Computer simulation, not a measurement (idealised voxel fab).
Process module in this document: voxel quadruple lines
Square cells of 5 nm make up the cross-section cut, whose width is 290 nm.
In what follows, cross-sections appear as grids of square cells, described through bands that run from the top down, where every band is one or more rows of cells.
Basically the band line says how high the top is and how high the bottom is, in nm, and then what's in it from left to right, every material with its width in nm. Empty space shows up as "air", and if a single material carries "edge to edge" it runs the full band edge to edge.
Zero point of the height axis is 0; under it, received wafer = one material. Lowest band: continues down indefinitely, "from 0 down".
The expression "30..40" gives the width at the extremes of the band, the first number at its top row of cells and the second at its bottom row, with the width changing by equal amounts from each row to the next in between.
"nothing got changed" -> step changed no cross-section cell.
In the "Trapped void list" entry, you get each enclosed empty space of 8 cells or more, one with no open way to the top, written width x height at distance, distance from the left edge, in nm.
Read whatever lies past the settings on a step's line as the simulator's own remark about the step.
overlay nm: mask offset rightward from planned place, masked step; negative means leftward offset.
Pairs from here to the end. Each: cross-section before one process step, cross-section after it, the latter only as far down as the lowest band that changed. Under each: the step between, and its settings. Mind that the pairs may be taken from different runs of this module on the same starting wafer; whether a pair continues from the pair above depends on its entry headed "Preceding state", and it does only where that entry says so.

## Preceding state
from 0 down  Si edge to edge
Trapped void list: none

## Sectional View, Post-Process
from 5 to 0  Al2O3 edge to edge
Nothing below the height 0 has changed.
Trapped void list: none
The two cross-sections above bracket this step: CONFORMAL_DEP: material Al2O3, thk nm 5

Preceding state: see preceding pair, after cross-section.

## Sectional View, Post-Process
from 15 to 5  W edge to edge
Nothing below the height 5 has changed.
Trapped void list: none
The two cross-sections above bracket this step: DIRECTIONAL_DEP: material W, thk nm 10

Preceding state: see preceding pair, after cross-section.

## Sectional View, Post-Process
from 30 to 15  polySi edge to edge
Nothing below the height 15 has changed.
Trapped void list: none
The two cross-sections above bracket this step: DIRECTIONAL_DEP: material polySi, thk nm 15

Preceding state: see preceding pair, after cross-section.

## Sectional View, Post-Process
from 50 to 30  aC edge to edge
Nothing below the height 30 has changed.
Trapped void list: none
The two cross-sections above bracket this step: DIRECTIONAL_DEP: material aC, thk nm 20

Preceding state: see preceding pair, after cross-section.

## Sectional View, Post-Process
from 80 to 50  75 air / 35 resist / 65 air / 35 resist / 80 air
Nothing below the height 50 has changed.
Trapped void list: none
The two cross-sections above bracket this step: PATTERN: tone cover, mask id MANDREL, material resist, width nm 35, pitch nm 100, thk nm 30, overlay nm 0

Preceding state: see preceding pair, after cross-section.

## Sectional View, Post-Process
from 60 to 50  75 air / 35 resist / 65 air / 35 resist / 80 air
from 50 to 30  75 air / 35 aC / 65 air / 35 aC / 80 air
Nothing below the height 30 has changed.
Trapped void list: none
The two cross-sections above bracket this step: DIRECTIONAL_ETCH: etch materials aC, depth nm 20

Preceding state: see preceding pair, after cross-section.

## Sectional View, Post-Process
from 50 to 30  75 air / 35 aC / 65 air / 35 aC / 80 air
Nothing below the height 30 has changed.
Trapped void list: none
The two cross-sections above bracket this step: STRIP: etch materials resist

Preceding state: see preceding pair, after cross-section.

## Sectional View, Post-Process
from 65 to 50  60 air / 65 SiO2 / 35 air / 65 SiO2 / 65 air
from 50 to 45  60 air / 15 SiO2 / 35 aC / 15 SiO2 / 35 air / 15 SiO2 / 35 aC / 15 SiO2 / 65 air
from 45 to 30  75 SiO2 / 35 aC / 65 SiO2 / 35 aC / 80 SiO2
Nothing below the height 30 has changed.
Trapped void list: none
The two cross-sections above bracket this step: CONFORMAL_DEP: material SiO2, thk nm 15

Preceding state: see preceding pair, after cross-section.

## Sectional View, Post-Process
from 50 to 30  60 air / 15 SiO2 / 35 aC / 15 SiO2 / 35 air / 15 SiO2 / 35 aC / 15 SiO2 / 65 air
Nothing below the height 30 has changed.
Trapped void list: none
The two cross-sections above bracket this step: DIRECTIONAL_ETCH: etch materials SiO2, depth nm 15

Preceding state: see preceding pair, after cross-section.

## Sectional View, Post-Process
from 50 to 30  60 air / 15 SiO2 / 35 air / 15 SiO2 / 35 air / 15 SiO2 / 35 air / 15 SiO2 / 65 air
Nothing below the height 30 has changed.
Trapped void list: none
The two cross-sections above bracket this step: STRIP: etch materials aC

Preceding state: see preceding pair, after cross-section.

## Sectional View, Post-Process
from 50 to 30  60 air / 15 SiO2 / 35 air / 15 SiO2 / 35 air / 15 SiO2 / 35 air / 15 SiO2 / 65 air
from 30 to 15  60 air / 15 polySi / 35 air / 15 polySi / 35 air / 15 polySi / 35 air / 15 polySi / 65 air
Nothing below the height 15 has changed.
Trapped void list: none
The two cross-sections above bracket this step: DIRECTIONAL_ETCH: etch materials polySi, depth nm 15

Preceding state: see preceding pair, after cross-section.

## Sectional View, Post-Process
from 30 to 15  60 air / 15 polySi / 35 air / 15 polySi / 35 air / 15 polySi / 35 air / 15 polySi / 65 air
Nothing below the height 15 has changed.
Trapped void list: none
The two cross-sections above bracket this step: STRIP: etch materials SiO2

Preceding state: see preceding pair, after cross-section.

## Sectional View, Post-Process
from 40 to 30  50 air / 35 SiCN / 15 air / 35 SiCN / 15 air / 35 SiCN / 15 air / 35 SiCN / 55 air
from 30 to 25  50 air / 10 SiCN / 15 polySi / 10 SiCN / 15 air / 10 SiCN / 15 polySi / 10 SiCN / 15 air / 10 SiCN / 15 polySi / 10 SiCN / 15 air / 10 SiCN / 15 polySi / 10 SiCN / 55 air
from 25 to 15  60 SiCN / 15 polySi / 35 SiCN / 15 polySi / 35 SiCN / 15 polySi / 35 SiCN / 15 polySi / 65 SiCN
Nothing below the height 15 has changed.
Trapped void list: none
The two cross-sections above bracket this step: CONFORMAL_DEP: material SiCN, thk nm 10

Preceding state: see preceding pair, after cross-section.

## Sectional View, Post-Process
from 30 to 15  50 air / 10 SiCN / 15 polySi / 10 SiCN / 15 air / 10 SiCN / 15 polySi / 10 SiCN / 15 air / 10 SiCN / 15 polySi / 10 SiCN / 15 air / 10 SiCN / 15 polySi / 10 SiCN / 55 air
Nothing below the height 15 has changed.
Trapped void list: none
The two cross-sections above bracket this step: DIRECTIONAL_ETCH: etch materials SiCN, depth nm 10

Preceding state: see preceding pair, after cross-section.

## Sectional View, Post-Process
from 30 to 15  50 air / 10 SiCN / 15 air / 10 SiCN / 15 air / 10 SiCN / 15 air / 10 SiCN / 15 air / 10 SiCN / 15 air / 10 SiCN / 15 air / 10 SiCN / 15 air / 10 SiCN / 55 air
Nothing below the height 15 has changed.
Trapped void list: none
The two cross-sections above bracket this step: STRIP: etch materials polySi

Preceding state: see preceding pair, after cross-section.

## Sectional View, Post-Process
from 30 to 15  50 air / 10 SiCN / 15 air / 10 SiCN / 15 air / 10 SiCN / 15 air / 10 SiCN / 15 air / 10 SiCN / 15 air / 10 SiCN / 15 air / 10 SiCN / 15 air / 10 SiCN / 55 air
from 15 to 5  50 air / 10 W / 15 air / 10 W / 15 air / 10 W / 15 air / 10 W / 15 air / 10 W / 15 air / 10 W / 15 air / 10 W / 15 air / 10 W / 55 air
Nothing below the height 5 has changed.
Trapped void list: none
The two cross-sections above bracket this step: DIRECTIONAL_ETCH: etch materials W, depth nm 10

Preceding state: see preceding pair, after cross-section.

## Sectional View, Post-Process
from 15 to 5  50 air / 10 W / 15 air / 10 W / 15 air / 10 W / 15 air / 10 W / 15 air / 10 W / 15 air / 10 W / 15 air / 10 W / 15 air / 10 W / 55 air
Nothing below the height 5 has changed.
Trapped void list: none
The two cross-sections above bracket this step: STRIP: etch materials SiCN

Preceding state: see preceding pair, after cross-section.

## Sectional View, Post-Process
from 20 to 15  SiO2 edge to edge
from 15 to 5  50 SiO2 / 10 W / 15 SiO2 / 10 W / 15 SiO2 / 10 W / 15 SiO2 / 10 W / 15 SiO2 / 10 W / 15 SiO2 / 10 W / 15 SiO2 / 10 W / 15 SiO2 / 10 W / 55 SiO2
Nothing below the height 5 has changed.
Trapped void list: none
The two cross-sections above bracket this step: FILL_DEP: material SiO2, thk nm 5

Preceding state: see preceding pair, after cross-section.

## Sectional View, Post-Process
from 15 to 5  50 SiO2 / 10 W / 15 SiO2 / 10 W / 15 SiO2 / 10 W / 15 SiO2 / 10 W / 15 SiO2 / 10 W / 15 SiO2 / 10 W / 15 SiO2 / 10 W / 15 SiO2 / 10 W / 55 SiO2
Nothing below the height 5 has changed.
Trapped void list: none
The two cross-sections above bracket this step: CMP: height nm 15

## Preceding state
from 0 down  Si edge to edge
Trapped void list: none

## Sectional View, Post-Process
from 10 to 0  W edge to edge
Nothing below the height 0 has changed.
Trapped void list: none
The two cross-sections above bracket this step: DIRECTIONAL_DEP: material W, thk nm 10

Preceding state: see preceding pair, after cross-section.

## Sectional View, Post-Process
from 25 to 10  polySi edge to edge
Nothing below the height 10 has changed.
Trapped void list: none
The two cross-sections above bracket this step: DIRECTIONAL_DEP: material polySi, thk nm 15

Preceding state: see preceding pair, after cross-section.

## Sectional View, Post-Process
from 45 to 25  aC edge to edge
Nothing below the height 25 has changed.
Trapped void list: none
The two cross-sections above bracket this step: DIRECTIONAL_DEP: material aC, thk nm 20

Preceding state: see preceding pair, after cross-section.

## Sectional View, Post-Process
from 75 to 45  75 air / 35 resist / 65 air / 35 resist / 80 air
Nothing below the height 45 has changed.
Trapped void list: none
The two cross-sections above bracket this step: PATTERN: tone cover, mask id MANDREL, material resist, width nm 35, pitch nm 100, thk nm 30, overlay nm 0

Preceding state: see preceding pair, after cross-section.

## Sectional View, Post-Process
from 55 to 45  75 air / 35 resist / 65 air / 35 resist / 80 air
from 45 to 25  75 air / 35 aC / 65 air / 35 aC / 80 air
Nothing below the height 25 has changed.
Trapped void list: none
The two cross-sections above bracket this step: DIRECTIONAL_ETCH: etch materials aC, depth nm 20

Preceding state: see preceding pair, after cross-section.

## Sectional View, Post-Process
from 45 to 25  75 air / 35 aC / 65 air / 35 aC / 80 air
Nothing below the height 25 has changed.
Trapped void list: none
The two cross-sections above bracket this step: STRIP: etch materials resist

Preceding state: see preceding pair, after cross-section.

## Sectional View, Post-Process
from 60 to 45  60 air / 65 SiO2 / 35 air / 65 SiO2 / 65 air
from 45 to 40  60 air / 15 SiO2 / 35 aC / 15 SiO2 / 35 air / 15 SiO2 / 35 aC / 15 SiO2 / 65 air
from 40 to 25  75 SiO2 / 35 aC / 65 SiO2 / 35 aC / 80 SiO2
Nothing below the height 25 has changed.
Trapped void list: none
The two cross-sections above bracket this step: CONFORMAL_DEP: material SiO2, thk nm 15

Preceding state: see preceding pair, after cross-section.

## Sectional View, Post-Process
from 45 to 25  60 air / 15 SiO2 / 35 aC / 15 SiO2 / 35 air / 15 SiO2 / 35 aC / 15 SiO2 / 65 air
Nothing below the height 25 has changed.
Trapped void list: none
The two cross-sections above bracket this step: DIRECTIONAL_ETCH: etch materials SiO2, depth nm 15

Preceding state: see preceding pair, after cross-section.

## Sectional View, Post-Process
from 45 to 25  60 air / 15 SiO2 / 35 air / 15 SiO2 / 35 air / 15 SiO2 / 35 air / 15 SiO2 / 65 air
Nothing below the height 25 has changed.
Trapped void list: none
The two cross-sections above bracket this step: STRIP: etch materials aC

Preceding state: see preceding pair, after cross-section.

## Sectional View, Post-Process
from 45 to 25  60 air / 15 SiO2 / 35 air / 15 SiO2 / 35 air / 15 SiO2 / 35 air / 15 SiO2 / 65 air
from 25 to 10  60 air / 15 polySi / 35 air / 15 polySi / 35 air / 15 polySi / 35 air / 15 polySi / 65 air
Nothing below the height 10 has changed.
Trapped void list: none
The two cross-sections above bracket this step: DIRECTIONAL_ETCH: etch materials polySi, depth nm 15

Preceding state: see preceding pair, after cross-section.

## Sectional View, Post-Process
from 25 to 10  60 air / 15 polySi / 35 air / 15 polySi / 35 air / 15 polySi / 35 air / 15 polySi / 65 air
Nothing below the height 10 has changed.
Trapped void list: none
The two cross-sections above bracket this step: STRIP: etch materials SiO2

Preceding state: see preceding pair, after cross-section.

## Sectional View, Post-Process
from 35 to 25  50 air / 35 SiCN / 15 air / 35 SiCN / 15 air / 35 SiCN / 15 air / 35 SiCN / 55 air
from 25 to 20  50 air / 10 SiCN / 15 polySi / 10 SiCN / 15 air / 10 SiCN / 15 polySi / 10 SiCN / 15 air / 10 SiCN / 15 polySi / 10 SiCN / 15 air / 10 SiCN / 15 polySi / 10 SiCN / 55 air
from 20 to 10  60 SiCN / 15 polySi / 35 SiCN / 15 polySi / 35 SiCN / 15 polySi / 35 SiCN / 15 polySi / 65 SiCN
Nothing below the height 10 has changed.
Trapped void list: none
The two cross-sections above bracket this step: CONFORMAL_DEP: material SiCN, thk nm 10

Preceding state: see preceding pair, after cross-section.

## Sectional View, Post-Process
from 25 to 10  50 air / 10 SiCN / 15 polySi / 10 SiCN / 15 air / 10 SiCN / 15 polySi / 10 SiCN / 15 air / 10 SiCN / 15 polySi / 10 SiCN / 15 air / 10 SiCN / 15 polySi / 10 SiCN / 55 air
Nothing below the height 10 has changed.
Trapped void list: none
The two cross-sections above bracket this step: DIRECTIONAL_ETCH: etch materials SiCN, depth nm 10

Preceding state: see preceding pair, after cross-section.

## Sectional View, Post-Process
from 25 to 10  50 air / 10 SiCN / 15 air / 10 SiCN / 15 air / 10 SiCN / 15 air / 10 SiCN / 15 air / 10 SiCN / 15 air / 10 SiCN / 15 air / 10 SiCN / 15 air / 10 SiCN / 55 air
Nothing below the height 10 has changed.
Trapped void list: none
The two cross-sections above bracket this step: STRIP: etch materials polySi

Preceding state: see preceding pair, after cross-section.

## Sectional View, Post-Process
from 25 to 10  50 air / 10 SiCN / 15 air / 10 SiCN / 15 air / 10 SiCN / 15 air / 10 SiCN / 15 air / 10 SiCN / 15 air / 10 SiCN / 15 air / 10 SiCN / 15 air / 10 SiCN / 55 air
from 10 to 0  50 air / 10 W / 15 air / 10 W / 15 air / 10 W / 15 air / 10 W / 15 air / 10 W / 15 air / 10 W / 15 air / 10 W / 15 air / 10 W / 55 air
Nothing below the height 0 has changed.
Trapped void list: none
The two cross-sections above bracket this step: DIRECTIONAL_ETCH: etch materials W, depth nm 10

Preceding state: see preceding pair, after cross-section.

## Sectional View, Post-Process
from 10 to 0  50 air / 10 W / 15 air / 10 W / 15 air / 10 W / 15 air / 10 W / 15 air / 10 W / 15 air / 10 W / 15 air / 10 W / 15 air / 10 W / 55 air
Nothing below the height 0 has changed.
Trapped void list: none
The two cross-sections above bracket this step: STRIP: etch materials SiCN

Preceding state: see preceding pair, after cross-section.

## Sectional View, Post-Process
from 15 to 10  SiO2 edge to edge
from 10 to 0  50 SiO2 / 10 W / 15 SiO2 / 10 W / 15 SiO2 / 10 W / 15 SiO2 / 10 W / 15 SiO2 / 10 W / 15 SiO2 / 10 W / 15 SiO2 / 10 W / 15 SiO2 / 10 W / 55 SiO2
Nothing below the height 0 has changed.
Trapped void list: none
The two cross-sections above bracket this step: FILL_DEP: material SiO2, thk nm 5

## Preceding state
from 30 to 15  50 air / 10 SiCN / 15 polySi / 10 SiCN / 15 air / 10 SiCN / 15 polySi / 10 SiCN / 15 air / 10 SiCN / 15 polySi / 10 SiCN / 15 air / 10 SiCN / 15 polySi / 10 SiCN / 55 air
from 15 to 5  W edge to edge
from 5 to 0  Al2O3 edge to edge
from 0 down  Si edge to edge
Trapped void list: none

## Sectional View, Post-Process
from 30 to 20  60 air / 15 polySi / 35 air / 15 polySi / 35 air / 15 polySi / 35 air / 15 polySi / 65 air
Nothing below the height 20 has changed.
Trapped void list: none
The two cross-sections above bracket this step: DIRECTIONAL_ETCH: etch materials SiCN, depth nm 10

Preceding state: see preceding pair, after cross-section.

## Sectional View, Post-Process
from 20 to 15  50 air / 10 SiCN / 15 air / 10 SiCN / 15 air / 10 SiCN / 15 air / 10 SiCN / 15 air / 10 SiCN / 15 air / 10 SiCN / 15 air / 10 SiCN / 15 air / 10 SiCN / 55 air
Nothing below the height 15 has changed.
Trapped void list: none
The two cross-sections above bracket this step: STRIP: etch materials polySi

Preceding state: see preceding pair, after cross-section.

## Sectional View, Post-Process
from 20 to 15  50 air / 10 SiCN / 15 air / 10 SiCN / 15 air / 10 SiCN / 15 air / 10 SiCN / 15 air / 10 SiCN / 15 air / 10 SiCN / 15 air / 10 SiCN / 15 air / 10 SiCN / 55 air
from 15 to 5  50 air / 10 W / 15 air / 10 W / 15 air / 10 W / 15 air / 10 W / 15 air / 10 W / 15 air / 10 W / 15 air / 10 W / 15 air / 10 W / 55 air
Nothing below the height 5 has changed.
Trapped void list: none
The two cross-sections above bracket this step: DIRECTIONAL_ETCH: etch materials W, depth nm 10

Preceding state: see preceding pair, after cross-section.

## Sectional View, Post-Process
from 15 to 5  50 air / 10 W / 15 air / 10 W / 15 air / 10 W / 15 air / 10 W / 15 air / 10 W / 15 air / 10 W / 15 air / 10 W / 15 air / 10 W / 55 air
Nothing below the height 5 has changed.
Trapped void list: none
The two cross-sections above bracket this step: STRIP: etch materials SiCN

## Preceding state
from 10 to 0  W edge to edge
from 0 down  Si edge to edge
Trapped void list: none

## Sectional View, Post-Process
from 15 to 10  Al2O3 edge to edge
Nothing below the height 10 has changed.
Trapped void list: none
The two cross-sections above bracket this step: CONFORMAL_DEP: material Al2O3, thk nm 5

Preceding state: see preceding pair, after cross-section.

## Sectional View, Post-Process
from 30 to 15  polySi edge to edge
Nothing below the height 15 has changed.
Trapped void list: none
The two cross-sections above bracket this step: DIRECTIONAL_DEP: material polySi, thk nm 15

Preceding state: see preceding pair, after cross-section.

## Sectional View, Post-Process
from 50 to 30  aC edge to edge
Nothing below the height 30 has changed.
Trapped void list: none
The two cross-sections above bracket this step: DIRECTIONAL_DEP: material aC, thk nm 20

Preceding state: see preceding pair, after cross-section.

## Sectional View, Post-Process
from 80 to 50  75 air / 35 resist / 65 air / 35 resist / 80 air
Nothing below the height 50 has changed.
Trapped void list: none
The two cross-sections above bracket this step: PATTERN: tone cover, mask id MANDREL, material resist, width nm 35, pitch nm 100, thk nm 30, overlay nm 0

Preceding state: see preceding pair, after cross-section.

## Sectional View, Post-Process
from 60 to 50  75 air / 35 resist / 65 air / 35 resist / 80 air
from 50 to 30  75 air / 35 aC / 65 air / 35 aC / 80 air
Nothing below the height 30 has changed.
Trapped void list: none
The two cross-sections above bracket this step: DIRECTIONAL_ETCH: etch materials aC, depth nm 20

Preceding state: see preceding pair, after cross-section.

## Sectional View, Post-Process
from 50 to 30  75 air / 35 aC / 65 air / 35 aC / 80 air
Nothing below the height 30 has changed.
Trapped void list: none
The two cross-sections above bracket this step: STRIP: etch materials resist

Preceding state: see preceding pair, after cross-section.

## Sectional View, Post-Process
from 65 to 50  60 air / 65 SiO2 / 35 air / 65 SiO2 / 65 air
from 50 to 45  60 air / 15 SiO2 / 35 aC / 15 SiO2 / 35 air / 15 SiO2 / 35 aC / 15 SiO2 / 65 air
from 45 to 30  75 SiO2 / 35 aC / 65 SiO2 / 35 aC / 80 SiO2
Nothing below the height 30 has changed.
Trapped void list: none
The two cross-sections above bracket this step: CONFORMAL_DEP: material SiO2, thk nm 15

Preceding state: see preceding pair, after cross-section.

## Sectional View, Post-Process
from 50 to 30  60 air / 15 SiO2 / 35 aC / 15 SiO2 / 35 air / 15 SiO2 / 35 aC / 15 SiO2 / 65 air
Nothing below the height 30 has changed.
Trapped void list: none
The two cross-sections above bracket this step: DIRECTIONAL_ETCH: etch materials SiO2, depth nm 15

Preceding state: see preceding pair, after cross-section.

## Sectional View, Post-Process
from 50 to 30  60 air / 15 SiO2 / 35 air / 15 SiO2 / 35 air / 15 SiO2 / 35 air / 15 SiO2 / 65 air
Nothing below the height 30 has changed.
Trapped void list: none
The two cross-sections above bracket this step: STRIP: etch materials aC

Preceding state: see preceding pair, after cross-section.

## Sectional View, Post-Process
from 50 to 30  60 air / 15 SiO2 / 35 air / 15 SiO2 / 35 air / 15 SiO2 / 35 air / 15 SiO2 / 65 air
from 30 to 15  60 air / 15 polySi / 35 air / 15 polySi / 35 air / 15 polySi / 35 air / 15 polySi / 65 air
Nothing below the height 15 has changed.
Trapped void list: none
The two cross-sections above bracket this step: DIRECTIONAL_ETCH: etch materials polySi, depth nm 15

Preceding state: see preceding pair, after cross-section.

## Sectional View, Post-Process
from 30 to 15  60 air / 15 polySi / 35 air / 15 polySi / 35 air / 15 polySi / 35 air / 15 polySi / 65 air
Nothing below the height 15 has changed.
Trapped void list: none
The two cross-sections above bracket this step: STRIP: etch materials SiO2

Preceding state: see preceding pair, after cross-section.

## Sectional View, Post-Process
from 40 to 30  50 air / 35 SiCN / 15 air / 35 SiCN / 15 air / 35 SiCN / 15 air / 35 SiCN / 55 air
from 30 to 25  50 air / 10 SiCN / 15 polySi / 10 SiCN / 15 air / 10 SiCN / 15 polySi / 10 SiCN / 15 air / 10 SiCN / 15 polySi / 10 SiCN / 15 air / 10 SiCN / 15 polySi / 10 SiCN / 55 air
from 25 to 15  60 SiCN / 15 polySi / 35 SiCN / 15 polySi / 35 SiCN / 15 polySi / 35 SiCN / 15 polySi / 65 SiCN
Nothing below the height 15 has changed.
Trapped void list: none
The two cross-sections above bracket this step: CONFORMAL_DEP: material SiCN, thk nm 10

Preceding state: see preceding pair, after cross-section.

## Sectional View, Post-Process
from 30 to 15  50 air / 10 SiCN / 15 polySi / 10 SiCN / 15 air / 10 SiCN / 15 polySi / 10 SiCN / 15 air / 10 SiCN / 15 polySi / 10 SiCN / 15 air / 10 SiCN / 15 polySi / 10 SiCN / 55 air
Nothing below the height 15 has changed.
Trapped void list: none
The two cross-sections above bracket this step: DIRECTIONAL_ETCH: etch materials SiCN, depth nm 10

Preceding state: see preceding pair, after cross-section.

## Sectional View, Post-Process
from 30 to 15  50 air / 10 SiCN / 15 air / 10 SiCN / 15 air / 10 SiCN / 15 air / 10 SiCN / 15 air / 10 SiCN / 15 air / 10 SiCN / 15 air / 10 SiCN / 15 air / 10 SiCN / 55 air
Nothing below the height 15 has changed.
Trapped void list: none
The two cross-sections above bracket this step: STRIP: etch materials polySi

Preceding state: see preceding pair, after cross-section.

## Sectional View, Post-Process
from 15 to 10  Al2O3 edge to edge
Nothing below the height 10 has changed.
Trapped void list: none
The two cross-sections above bracket this step: STRIP: etch materials SiCN

Preceding state: see preceding pair, after cross-section.

## Sectional View, Post-Process
from 20 to 15  SiO2 edge to edge
Nothing below the height 15 has changed.
Trapped void list: none
The two cross-sections above bracket this step: FILL_DEP: material SiO2, thk nm 5

Preceding state: see preceding pair, after cross-section.

## Sectional View, Post-Process
from 15 to 10  Al2O3 edge to edge
Nothing below the height 10 has changed.
Trapped void list: none
The two cross-sections above bracket this step: CMP: height nm 15

## Preceding state
from 30 to 15  60 air / 15 polySi / 35 air / 15 polySi / 35 air / 15 polySi / 35 air / 15 polySi / 65 air
from 15 to 5  W edge to edge
from 5 to 0  Al2O3 edge to edge
from 0 down  Si edge to edge
Trapped void list: none

## Sectional View, Post-Process
from 35 to 30  55 air / 25 SiCN / 25 air / 25 SiCN / 25 air / 25 SiCN / 25 air / 25 SiCN / 60 air
from 30 to 20  55 air / 5 SiCN / 15 polySi / 5 SiCN / 25 air / 5 SiCN / 15 polySi / 5 SiCN / 25 air / 5 SiCN / 15 polySi / 5 SiCN / 25 air / 5 SiCN / 15 polySi / 5 SiCN / 60 air
from 20 to 15  60 SiCN / 15 polySi / 35 SiCN / 15 polySi / 35 SiCN / 15 polySi / 35 SiCN / 15 polySi / 65 SiCN
Nothing below the height 15 has changed.
Trapped void list: none
The two cross-sections above bracket this step: CONFORMAL_DEP: material SiCN, thk nm 5

Preceding state: see preceding pair, after cross-section.

## Sectional View, Post-Process
from 30 to 25  60 air / 15 polySi / 35 air / 15 polySi / 35 air / 15 polySi / 35 air / 15 polySi / 65 air
from 25 to 15  55 air / 5 SiCN / 15 polySi / 5 SiCN / 25 air / 5 SiCN / 15 polySi / 5 SiCN / 25 air / 5 SiCN / 15 polySi / 5 SiCN / 25 air / 5 SiCN / 15 polySi / 5 SiCN / 60 air
Nothing below the height 15 has changed.
Trapped void list: none
The two cross-sections above bracket this step: DIRECTIONAL_ETCH: etch materials SiCN, depth nm 10

Preceding state: see preceding pair, after cross-section.

## Sectional View, Post-Process
from 25 to 15  55 air / 5 SiCN / 15 air / 5 SiCN / 25 air / 5 SiCN / 15 air / 5 SiCN / 25 air / 5 SiCN / 15 air / 5 SiCN / 25 air / 5 SiCN / 15 air / 5 SiCN / 60 air
Nothing below the height 15 has changed.
Trapped void list: none
The two cross-sections above bracket this step: STRIP: etch materials polySi

Preceding state: see preceding pair, after cross-section.

## Sectional View, Post-Process
from 25 to 15  55 air / 5 SiCN / 15 air / 5 SiCN / 25 air / 5 SiCN / 15 air / 5 SiCN / 25 air / 5 SiCN / 15 air / 5 SiCN / 25 air / 5 SiCN / 15 air / 5 SiCN / 60 air
from 15 to 5  55 air / 5 W / 15 air / 5 W / 25 air / 5 W / 15 air / 5 W / 25 air / 5 W / 15 air / 5 W / 25 air / 5 W / 15 air / 5 W / 60 air
Nothing below the height 5 has changed.
Trapped void list: none
The two cross-sections above bracket this step: DIRECTIONAL_ETCH: etch materials W, depth nm 10

Preceding state: see preceding pair, after cross-section.

## Sectional View, Post-Process
from 15 to 5  55 air / 5 W / 15 air / 5 W / 25 air / 5 W / 15 air / 5 W / 25 air / 5 W / 15 air / 5 W / 25 air / 5 W / 15 air / 5 W / 60 air
Nothing below the height 5 has changed.
Trapped void list: none
The two cross-sections above bracket this step: STRIP: etch materials SiCN

Preceding state: see preceding pair, after cross-section.

## Sectional View, Post-Process
from 20 to 15  SiO2 edge to edge
from 15 to 5  55 SiO2 / 5 W / 15 SiO2 / 5 W / 25 SiO2 / 5 W / 15 SiO2 / 5 W / 25 SiO2 / 5 W / 15 SiO2 / 5 W / 25 SiO2 / 5 W / 15 SiO2 / 5 W / 60 SiO2
Nothing below the height 5 has changed.
Trapped void list: none
The two cross-sections above bracket this step: FILL_DEP: material SiO2, thk nm 5

Preceding state: see preceding pair, after cross-section.

## Sectional View, Post-Process
from 15 to 5  55 SiO2 / 5 W / 15 SiO2 / 5 W / 25 SiO2 / 5 W / 15 SiO2 / 5 W / 25 SiO2 / 5 W / 15 SiO2 / 5 W / 25 SiO2 / 5 W / 15 SiO2 / 5 W / 60 SiO2
Nothing below the height 5 has changed.
Trapped void list: none
The two cross-sections above bracket this step: CMP: height nm 15

## Preceding state
from 50 to 30  aC edge to edge
from 30 to 15  polySi edge to edge
from 15 to 5  W edge to edge
from 5 to 0  Al2O3 edge to edge
from 0 down  Si edge to edge
Trapped void list: none

## Sectional View, Post-Process
from 80 to 50  70 air / 45 resist / 55 air / 45 resist / 75 air
Nothing below the height 50 has changed.
Trapped void list: none
The two cross-sections above bracket this step: PATTERN: tone cover, mask id MANDREL, material resist, width nm 45, pitch nm 100, thk nm 30, overlay nm 0

Preceding state: see preceding pair, after cross-section.

## Sectional View, Post-Process
from 60 to 50  70 air / 45 resist / 55 air / 45 resist / 75 air
from 50 to 30  70 air / 45 aC / 55 air / 45 aC / 75 air
Nothing below the height 30 has changed.
Trapped void list: none
The two cross-sections above bracket this step: DIRECTIONAL_ETCH: etch materials aC, depth nm 20

Preceding state: see preceding pair, after cross-section.

## Sectional View, Post-Process
from 50 to 30  70 air / 45 aC / 55 air / 45 aC / 75 air
Nothing below the height 30 has changed.
Trapped void list: none
The two cross-sections above bracket this step: STRIP: etch materials resist

Preceding state: see preceding pair, after cross-section.

## Sectional View, Post-Process
from 65 to 50  55 air / 75 SiO2 / 25 air / 75 SiO2 / 60 air
from 50 to 45  55 air / 15 SiO2 / 45 aC / 15 SiO2 / 25 air / 15 SiO2 / 45 aC / 15 SiO2 / 60 air
from 45 to 30  70 SiO2 / 45 aC / 55 SiO2 / 45 aC / 75 SiO2
Nothing below the height 30 has changed.
Trapped void list: none
The two cross-sections above bracket this step: CONFORMAL_DEP: material SiO2, thk nm 15

Preceding state: see preceding pair, after cross-section.

## Sectional View, Post-Process
from 50 to 30  55 air / 15 SiO2 / 45 aC / 15 SiO2 / 25 air / 15 SiO2 / 45 aC / 15 SiO2 / 60 air
Nothing below the height 30 has changed.
Trapped void list: none
The two cross-sections above bracket this step: DIRECTIONAL_ETCH: etch materials SiO2, depth nm 15

Preceding state: see preceding pair, after cross-section.

## Sectional View, Post-Process
from 50 to 30  55 air / 15 SiO2 / 45 air / 15 SiO2 / 25 air / 15 SiO2 / 45 air / 15 SiO2 / 60 air
Nothing below the height 30 has changed.
Trapped void list: none
The two cross-sections above bracket this step: STRIP: etch materials aC

Preceding state: see preceding pair, after cross-section.

## Sectional View, Post-Process
from 50 to 30  55 air / 15 SiO2 / 45 air / 15 SiO2 / 25 air / 15 SiO2 / 45 air / 15 SiO2 / 60 air
from 30 to 15  55 air / 15 polySi / 45 air / 15 polySi / 25 air / 15 polySi / 45 air / 15 polySi / 60 air
Nothing below the height 15 has changed.
Trapped void list: none
The two cross-sections above bracket this step: DIRECTIONAL_ETCH: etch materials polySi, depth nm 15

Preceding state: see preceding pair, after cross-section.

## Sectional View, Post-Process
from 30 to 15  55 air / 15 polySi / 45 air / 15 polySi / 25 air / 15 polySi / 45 air / 15 polySi / 60 air
Nothing below the height 15 has changed.
Trapped void list: none
The two cross-sections above bracket this step: STRIP: etch materials SiO2

Preceding state: see preceding pair, after cross-section.

## Sectional View, Post-Process
from 40 to 30  45 air / 35 SiCN / 25 air / 35 SiCN / 5 air / 35 SiCN / 25 air / 35 SiCN / 50 air
from 30 to 25  45 air / 10 SiCN / 15 polySi / 10 SiCN / 25 air / 10 SiCN / 15 polySi / 10 SiCN / 5 air / 10 SiCN / 15 polySi / 10 SiCN / 25 air / 10 SiCN / 15 polySi / 10 SiCN / 50 air
from 25 to 15  55 SiCN / 15 polySi / 45 SiCN / 15 polySi / 25 SiCN / 15 polySi / 45 SiCN / 15 polySi / 60 SiCN
Nothing below the height 15 has changed.
Trapped void list: none
The two cross-sections above bracket this step: CONFORMAL_DEP: material SiCN, thk nm 10

Preceding state: see preceding pair, after cross-section.

## Sectional View, Post-Process
from 30 to 15  45 air / 10 SiCN / 15 polySi / 10 SiCN / 25 air / 10 SiCN / 15 polySi / 10 SiCN / 5 air / 10 SiCN / 15 polySi / 10 SiCN / 25 air / 10 SiCN / 15 polySi / 10 SiCN / 50 air
Nothing below the height 15 has changed.
Trapped void list: none
The two cross-sections above bracket this step: DIRECTIONAL_ETCH: etch materials SiCN, depth nm 10
